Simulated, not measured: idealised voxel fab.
The following is a process module called voxel self aligned contacts.
For reference, the cross-section in this document is cut, with width 230 nm and square cells of 5 nm.
For the purposes of this document, a cross-section shall be understood as a grid of square cells, specified as bands listed in top-to-bottom order, each band consisting of one or more rows of cells. Read a band's entry like this: the first values are the height of its top and the height of its bottom in nm, and what follows is the sequence of materials from left to right, each with its width in nm. Note that "blank" is empty space, and that a single material marked "all across" reaches across the band from edge to edge. Heads up on the height convention: 0 is the point under which the incoming wafer is all one material, and the lowest band has no bottom, it just keeps going down, like "0 and below". The two numbers in a width such as "30->40" mark its ends across the band: the first belongs to the top row of cells, the second to the bottom row, and from each row to the next the width moves by the same amount. Basically "nothing was modified" means that step didn't change any cell in the cross-section. Entry "Enclosed internal cavities" = empty spaces >= 8 cells with no open way to the top; each as width x height at distance, distance from left edge, all nm. Where a step's line continues beyond its settings, the continuation is a remark by the simulator itself on that step. The setting "overlay nm" may be written on the line of a step. When the step uses a mask, the value reports how far to the right of the planned place the mask lay, and a negative value reports that it lay to the left.

## Planned step list for the process
1: RECEIVE | material Si
2: OXIDIZE | depth nm 5
3: DIRECTIONAL_DEP | material polySi | thk nm 25
4: DIRECTIONAL_DEP | material SiN | thk nm 15
5: MASKED_ETCH | tone cover | mask id GATE | width nm 30 | pitch nm 65 | etch materials SiN | depth nm 15 | overlay nm 0
6: MASKED_ETCH | tone cover | mask id GATE | width nm 30 | pitch nm 65 | etch materials polySi | depth nm 25 | overlay nm 0
7: CONFORMAL_DEP | material SiN | thk nm 5
8: DIRECTIONAL_ETCH | etch materials SiN | depth nm 5
9: FILL_DEP | material SiO2 | thk nm 20
10: CMP | height nm 50
11: MASKED_ETCH | tone open | mask id CONTACT | width nm 45 | pitch nm 65 | etch materials SiO2 | depth nm 55 | overlay nm 0
12: CONFORMAL_DEP | material TiN | thk nm 5
13: FILL_DEP | material Ru | thk nm 5
14: CMP | height nm 50
15: CONFORMAL_DEP | material SiCN | thk nm 5

## Incoming wafer, cross-sectional view, post step 1
0 and below | Si all across
Enclosed internal cavities: none

## Result of the module, cross-sectioned: start per above, plan per above, one error in how it was run
55 down to 50 | SiCN all across
50 down to 40 | 60 SiO2, 5->15 TiN, 35->15 Ru, 5->15 TiN, 20 SiO2, 5->15 TiN, 35->15 Ru, 5->15 TiN, 60 SiO2
40 down to 25 | 30 SiO2, 40 SiN, 5 TiN, 15 Ru, 5 TiN, 40 SiN, 5 TiN, 15 Ru, 5 TiN, 40 SiN, 30 SiO2
25 down to 10 | 30 SiO2, 5 SiN, 30 polySi, 5 SiN, 5 TiN, 15 Ru, 5 TiN, 5 SiN, 30 polySi, 5 SiN, 5 TiN, 15 Ru, 5 TiN, 5 SiN, 30 polySi, 5 SiN, 30 SiO2
10 down to 5 | 30 SiO2, 5 SiN, 30 polySi, 5 SiN, 25 TiN, 5 SiN, 30 polySi, 5 SiN, 25 TiN, 5 SiN, 30 polySi, 5 SiN, 30 SiO2
5 down to 0 | 35 SiN, 30 polySi, 35 SiN, 30 polySi, 35 SiN, 30 polySi, 35 SiN
0 down to -5 | SiO2 all across
-5 and below | Si all across
Enclosed internal cavities: none
What was done differently from what was planned? so 7 and 8 got swapped relative to the plan, each ran where the other was supposed to
